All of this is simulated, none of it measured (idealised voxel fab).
process module | voxel released beams
cross-section cut | 245 nm wide | cells 5 nm
A cross-section is a grid of square cells, given in bands from the top down. A band is one or more rows of cells.
Each band's line starts with the height of the band's top and of its bottom, in nm. Then come its materials from left to right, each with its width in nm. One material with "throughout" fills the band from edge to edge. "air" is empty space.
Height 0 is the level under which the wafer as received is all one material. The lowest band goes on downwards, as in "0 down".
A width such as "30 to 40" changes by the same amount from each row of cells to the next, from the band's top row to its bottom row.
"no change" after a step means that no cell of the cross-section changed.
closed voids: empty space of 8 cells or more with no open way to the top, each as width x height at its distance from the left edge, in nm
after a step's settings: what the simulator itself notes on the step
overlay nm, on a step with a mask: how far to the right of its planned place the mask lay; to the left if negative
plan
1 op RECEIVE | material Si
2 op CONFORMAL_DEP | material SiN | thk nm 10
3 op DIRECTIONAL_DEP | material SiO2 | thk nm 15
4 op MASKED_ETCH | tone open | mask id ANCHOR | width nm 35 | etch materials SiO2 | depth nm 15 | overlay nm 0
5 op CONFORMAL_DEP | material W | thk nm 10
6 op MASKED_ETCH | tone cover | mask id BEAM | width nm 85 | etch materials W | depth nm 10 | overlay nm 0
7 op STRIP | etch materials SiO2
as received, after step 1
  0 down: Si throughout
  closed voids: none
a wafer at the end: this start, this plan, one mistake
  35 to 25: air 75 | W 25 | air 15 | W 45 | air 85
  25 to 20: air 90 | W 10 | air 15 | W 10 | air 120
  20 to 10: air 90 | W 35 | air 120
  10 to 0: SiN throughout
  0 down: Si throughout
  closed voids: none
what went wrong: step 4 ran as: op MASKED_ETCH | tone open | mask id ANCHOR | width nm 35 | etch materials SiO2 | depth nm 15 | overlay nm 10
